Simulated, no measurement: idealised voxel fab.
Module name: voxel gate over fins (process module)
Square cells of 5 nm make up the cross-section cut, whose width is 220 nm.
Notation: cross-section as square-cell grid; stated in bands, top first, going down; one or more cell rows per band. Band: top height; bottom height; in nm. Then, left to right: material with width in nm, for each material. "all across": a single material spanning edge to edge. "blank": empty space. Note: height 0 marks the level under which the wafer is uniformly one material as received. Lowest band unbounded below, written "0 nm and below". Think of "30->40" as a width that walks from the first number to the second as you go down the band, top row to bottom row, taking equal-sized steps from row to row. For the purposes of this document, the phrase "changes: none" attached to a step denotes that no cell within the cross-section was modified by that step. Under "Closed internal voids" you'll find the enclosed gaps, the ones with no way out to the top, that are 8 cells or bigger; each reads width x height at distance, with distance counted from the left edge, everything in nm. Where a step's line continues beyond its settings, the continuation is a remark by the simulator itself on that step. "overlay nm" denotes, for a step that has a mask, the displacement of the mask to the right of its planned place, with negative values corresponding to the left.

**The planned process steps are enumerated hereunder**
1: RECEIVE (material Si)
2: CONFORMAL_DEP (material SiN; thk nm 10)
3: PATTERN (tone cover; mask id FINS; material resist; width nm 15; pitch nm 50; thk nm 20; overlay nm 0)
4: DIRECTIONAL_ETCH (etch materials SiN; depth nm 10)
5: DIRECTIONAL_ETCH (etch materials Si; depth nm 40)
6: STRIP (etch materials resist)
7: OXIDIZE (depth nm 5)
8: FILL_DEP (material SiO2; thk nm 5)
9: CMP (height nm 10)
10: DIRECTIONAL_DEP (material aC; thk nm 10)
11: PATTERN (tone open; mask id RAIL; material resist; width nm 15; thk nm 25; overlay nm 0)
12: DIRECTIONAL_ETCH (etch materials aC; depth nm 10)
13: STRIP (etch materials resist)
14: DIRECTIONAL_ETCH (etch materials SiO2; depth nm 45)
15: STRIP (etch materials aC)
16: CONFORMAL_DEP (material TiN; thk nm 5)
17: FILL_DEP (material W; thk nm 10)
18: CMP (height nm 10)
19: SELECTIVE_ETCH (etch materials W Ru TiN; depth nm 30)
20: FILL_DEP (material SiO2; thk nm 5)
21: CMP (height nm 10)
22: SELECTIVE_ETCH (etch materials SiO2; depth nm 20)
23: STRIP (etch materials SiN)
24: CONFORMAL_DEP (material HfO2; thk nm 5)
25: CONFORMAL_DEP (material TiN; thk nm 5)
26: FILL_DEP (material W; thk nm 15)
27: CMP (height nm 20)
28: CONFORMAL_DEP (material SiCN; thk nm 5)

**First wafer of two (run as planned)**

**Cross-section, incoming material, after step 1**
> 0 nm and below: Si all across
> Closed internal voids: none

**Wafer after step 2 (cross-section)**
> 10 nm to 0 nm: SiN all across
> Anything lower than 0 is untouched.

**Wafer after step 3 (cross-section)**
> 30 nm to 10 nm: blank=25, then resist=15, then blank=35, then resist=15, then blank=35, then resist=15, then blank=35, then resist=15, then blank=30
> Anything lower than 10 is untouched.

**Wafer after step 4 (cross-section)**
> 30 nm to 10 nm: blank=25, then resist=15, then blank=35, then resist=15, then blank=35, then resist=15, then blank=35, then resist=15, then blank=30
> 10 nm to 0 nm: blank=25, then SiN=15, then blank=35, then SiN=15, then blank=35, then SiN=15, then blank=35, then SiN=15, then blank=30
> Anything lower than 0 is untouched.

**Wafer after step 5 (cross-section)**
> 30 nm to 10 nm: blank=25, then resist=15, then blank=35, then resist=15, then blank=35, then resist=15, then blank=35, then resist=15, then blank=30
> 10 nm to 0 nm: blank=25, then SiN=15, then blank=35, then SiN=15, then blank=35, then SiN=15, then blank=35, then SiN=15, then blank=30
> 0 nm to -40 nm: blank=25, then Si=15, then blank=35, then Si=15, then blank=35, then Si=15, then blank=35, then Si=15, then blank=30
> Anything lower than -40 is untouched.

**Wafer after step 6 (cross-section)**
> 10 nm to 0 nm: blank=25, then SiN=15, then blank=35, then SiN=15, then blank=35, then SiN=15, then blank=35, then SiN=15, then blank=30
> Anything lower than 0 is untouched.

**Wafer after step 7 (cross-section)**
> 10 nm to 0 nm: blank=25, then SiN=15, then blank=35, then SiN=15, then blank=35, then SiN=15, then blank=35, then SiN=15, then blank=30
> 0 nm to -40 nm: blank=25, then SiO2=5, then Si=5, then SiO2=5, then blank=35, then SiO2=5, then Si=5, then SiO2=5, then blank=35, then SiO2=5, then Si=5, then SiO2=5, then blank=35, then SiO2=5, then Si=5, then SiO2=5, then blank=30
> -40 nm to -45 nm: SiO2=30, then Si=5, then SiO2=45, then Si=5, then SiO2=45, then Si=5, then SiO2=45, then Si=5, then SiO2=35
> Anything lower than -45 is untouched.

**Wafer after step 8 (cross-section)**
> 15 nm to 10 nm: SiO2 all across
> 10 nm to 0 nm: SiO2=25, then SiN=15, then SiO2=35, then SiN=15, then SiO2=35, then SiN=15, then SiO2=35, then SiN=15, then SiO2=30
> 0 nm to -45 nm: SiO2=30, then Si=5, then SiO2=45, then Si=5, then SiO2=45, then Si=5, then SiO2=45, then Si=5, then SiO2=35
> Anything lower than -45 is untouched.

**Wafer after step 9 (cross-section)**
> 10 nm to 0 nm: SiO2=25, then SiN=15, then SiO2=35, then SiN=15, then SiO2=35, then SiN=15, then SiO2=35, then SiN=15, then SiO2=30
> Anything lower than 0 is untouched.

**Wafer after step 10 (cross-section)**
> 20 nm to 10 nm: aC all across
> Anything lower than 10 is untouched.

**Wafer after step 11 (cross-section)**
> 45 nm to 20 nm: resist=50, then blank=15, then resist=155
> Anything lower than 20 is untouched.

**Wafer after step 12 (cross-section)**
> 35 nm to 20 nm: resist=50, then blank=15, then resist=155
> 20 nm to 10 nm: aC=50, then blank=15, then aC=155
> Anything lower than 10 is untouched.

**Wafer after step 13 (cross-section)**
> 20 nm to 10 nm: aC=50, then blank=15, then aC=155
> Anything lower than 10 is untouched.

**Wafer after step 14 (cross-section)**
> 20 nm to 10 nm: aC=50, then blank=15, then aC=155
> 10 nm to 0 nm: SiO2=25, then SiN=15, then SiO2=10, then blank=15, then SiO2=10, then SiN=15, then SiO2=35, then SiN=15, then SiO2=35, then SiN=15, then SiO2=30
> 0 nm to -35 nm: SiO2=30, then Si=5, then SiO2=15, then blank=15, then SiO2=15, then Si=5, then SiO2=45, then Si=5, then SiO2=45, then Si=5, then SiO2=35
> Anything lower than -35 is untouched.

**Wafer after step 15 (cross-section)**
> 10 nm to 0 nm: SiO2=25, then SiN=15, then SiO2=10, then blank=15, then SiO2=10, then SiN=15, then SiO2=35, then SiN=15, then SiO2=35, then SiN=15, then SiO2=30
> Anything lower than 0 is untouched.

**Wafer after step 16 (cross-section)**
> 15 nm to 10 nm: TiN=55, then blank=5, then TiN=160
> 10 nm to 0 nm: SiO2=25, then SiN=15, then SiO2=10, then TiN=5, then blank=5, then TiN=5, then SiO2=10, then SiN=15, then SiO2=35, then SiN=15, then SiO2=35, then SiN=15, then SiO2=30
> 0 nm to -30 nm: SiO2=30, then Si=5, then SiO2=15, then TiN=5, then blank=5, then TiN=5, then SiO2=15, then Si=5, then SiO2=45, then Si=5, then SiO2=45, then Si=5, then SiO2=35
> -30 nm to -35 nm: SiO2=30, then Si=5, then SiO2=15, then TiN=15, then SiO2=15, then Si=5, then SiO2=45, then Si=5, then SiO2=45, then Si=5, then SiO2=35
> Anything lower than -35 is untouched.

**Wafer after step 17 (cross-section)**
> 25 nm to 15 nm: W all across
> 15 nm to 10 nm: TiN=55, then W=5, then TiN=160
> 10 nm to 0 nm: SiO2=25, then SiN=15, then SiO2=10, then TiN=5, then W=5, then TiN=5, then SiO2=10, then SiN=15, then SiO2=35, then SiN=15, then SiO2=35, then SiN=15, then SiO2=30
> 0 nm to -30 nm: SiO2=30, then Si=5, then SiO2=15, then TiN=5, then W=5, then TiN=5, then SiO2=15, then Si=5, then SiO2=45, then Si=5, then SiO2=45, then Si=5, then SiO2=35
> Anything lower than -30 is untouched.

**Wafer after step 18 (cross-section)**
> 10 nm to 0 nm: SiO2=25, then SiN=15, then SiO2=10, then TiN=5, then W=5, then TiN=5, then SiO2=10, then SiN=15, then SiO2=35, then SiN=15, then SiO2=35, then SiN=15, then SiO2=30
> Anything lower than 0 is untouched.

**Wafer after step 19 (cross-section)**
> 10 nm to 0 nm: SiO2=25, then SiN=15, then SiO2=10, then blank=15, then SiO2=10, then SiN=15, then SiO2=35, then SiN=15, then SiO2=35, then SiN=15, then SiO2=30
> 0 nm to -20 nm: SiO2=30, then Si=5, then SiO2=15, then blank=15, then SiO2=15, then Si=5, then SiO2=45, then Si=5, then SiO2=45, then Si=5, then SiO2=35
> Anything lower than -20 is untouched.

**Wafer after step 20 (cross-section)**
> 15 nm to 10 nm: SiO2 all across
> 10 nm to 0 nm: SiO2=25, then SiN=15, then SiO2=35, then SiN=15, then SiO2=35, then SiN=15, then SiO2=35, then SiN=15, then SiO2=30
> 0 nm to -20 nm: SiO2=30, then Si=5, then SiO2=45, then Si=5, then SiO2=45, then Si=5, then SiO2=45, then Si=5, then SiO2=35
> Anything lower than -20 is untouched.

**Wafer after step 21 (cross-section)**
> 10 nm to 0 nm: SiO2=25, then SiN=15, then SiO2=35, then SiN=15, then SiO2=35, then SiN=15, then SiO2=35, then SiN=15, then SiO2=30
> Anything lower than 0 is untouched.

**Wafer after step 22 (cross-section)**
> 10 nm to 0 nm: blank=25, then SiN=15, then blank=35, then SiN=15, then blank=35, then SiN=15, then blank=35, then SiN=15, then blank=30
> 0 nm to -10 nm: blank=30, then Si=5, then blank=45, then Si=5, then blank=45, then Si=5, then blank=45, then Si=5, then blank=35
> Anything lower than -10 is untouched.

**Wafer after step 23 (cross-section)**
> 0 nm to -10 nm: blank=30, then Si=5, then blank=45, then Si=5, then blank=45, then Si=5, then blank=45, then Si=5, then blank=35
> Anything lower than -10 is untouched.

**Wafer after step 24 (cross-section)**
> 5 nm to 0 nm: blank=25, then HfO2=15, then blank=35, then HfO2=15, then blank=35, then HfO2=15, then blank=35, then HfO2=15, then blank=30
> 0 nm to -5 nm: blank=25, then HfO2=5, then Si=5, then HfO2=5, then blank=35, then HfO2=5, then Si=5, then HfO2=5, then blank=35, then HfO2=5, then Si=5, then HfO2=5, then blank=35, then HfO2=5, then Si=5, then HfO2=5, then blank=30
> -5 nm to -10 nm: HfO2=30, then Si=5, then HfO2=45, then Si=5, then HfO2=45, then Si=5, then HfO2=45, then Si=5, then HfO2=35
> Anything lower than -10 is untouched.

**Wafer after step 25 (cross-section)**
> 10 nm to 5 nm: blank=20, then TiN=25, then blank=25, then TiN=25, then blank=25, then TiN=25, then blank=25, then TiN=25, then blank=25
> 5 nm to 0 nm: blank=20, then TiN=5, then HfO2=15, then TiN=5, then blank=25, then TiN=5, then HfO2=15, then TiN=5, then blank=25, then TiN=5, then HfO2=15, then TiN=5, then blank=25, then TiN=5, then HfO2=15, then TiN=5, then blank=25
> 0 nm to -5 nm: TiN=25, then HfO2=5, then Si=5, then HfO2=5, then TiN=35, then HfO2=5, then Si=5, then HfO2=5, then TiN=35, then HfO2=5, then Si=5, then HfO2=5, then TiN=35, then HfO2=5, then Si=5, then HfO2=5, then TiN=30
> Anything lower than -5 is untouched.

**Wafer after step 26 (cross-section)**
> 25 nm to 10 nm: W all across
> 10 nm to 5 nm: W=20, then TiN=25, then W=25, then TiN=25, then W=25, then TiN=25, then W=25, then TiN=25, then W=25
> 5 nm to 0 nm: W=20, then TiN=5, then HfO2=15, then TiN=5, then W=25, then TiN=5, then HfO2=15, then TiN=5, then W=25, then TiN=5, then HfO2=15, then TiN=5, then W=25, then TiN=5, then HfO2=15, then TiN=5, then W=25
> Anything lower than 0 is untouched.

**Wafer after step 27 (cross-section)**
> 20 nm to 10 nm: W all across
> Anything lower than 10 is untouched.

**Wafer after step 28 (cross-section)**
> 25 nm to 20 nm: SiCN all across
> Anything lower than 20 is untouched.

**Here the second wafer is described. Its start and its plan were those of the first wafer. Its run contained one mistake. Up to and including step 23, it did exactly what the first wafer did**

**when step 24 should have ended**
> 5 nm to 0 nm: blank=25, then TiN=15, then blank=35, then TiN=15, then blank=35, then TiN=15, then blank=35, then TiN=15, then blank=30
> 0 nm to -5 nm: blank=25, then TiN=5, then Si=5, then TiN=5, then blank=35, then TiN=5, then Si=5, then TiN=5, then blank=35, then TiN=5, then Si=5, then TiN=5, then blank=35, then TiN=5, then Si=5, then TiN=5, then blank=30
> -5 nm to -10 nm: TiN=30, then Si=5, then TiN=45, then Si=5, then TiN=45, then Si=5, then TiN=45, then Si=5, then TiN=35
> Anything lower than -10 is untouched.

**when step 25 should have ended**
> 10 nm to 5 nm: blank=20, then HfO2=25, then blank=25, then HfO2=25, then blank=25, then HfO2=25, then blank=25, then HfO2=25, then blank=25
> 5 nm to 0 nm: blank=20, then HfO2=5, then TiN=15, then HfO2=5, then blank=25, then HfO2=5, then TiN=15, then HfO2=5, then blank=25, then HfO2=5, then TiN=15, then HfO2=5, then blank=25, then HfO2=5, then TiN=15, then HfO2=5, then blank=25
> 0 nm to -5 nm: HfO2=25, then TiN=5, then Si=5, then TiN=5, then HfO2=35, then TiN=5, then Si=5, then TiN=5, then HfO2=35, then TiN=5, then Si=5, then TiN=5, then HfO2=35, then TiN=5, then Si=5, then TiN=5, then HfO2=30
> Anything lower than -5 is untouched.

**when step 26 should have ended**
> 25 nm to 10 nm: W all across
> 10 nm to 5 nm: W=20, then HfO2=25, then W=25, then HfO2=25, then W=25, then HfO2=25, then W=25, then HfO2=25, then W=25
> 5 nm to 0 nm: W=20, then HfO2=5, then TiN=15, then HfO2=5, then W=25, then HfO2=5, then TiN=15, then HfO2=5, then W=25, then HfO2=5, then TiN=15, then HfO2=5, then W=25, then HfO2=5, then TiN=15, then HfO2=5, then W=25
> Anything lower than 0 is untouched.

**when step 27 should have ended**
> 20 nm to 10 nm: W all across
> Anything lower than 10 is untouched.

**when step 28 should have ended**
> 25 nm to 20 nm: SiCN all across
> Anything lower than 20 is untouched.
It is concluded that the wafer was processed incorrectly with respect to the plan, in that steps 24 and 25 swapped
End check, second vs first wafer: material counts in cells match, positions do not.
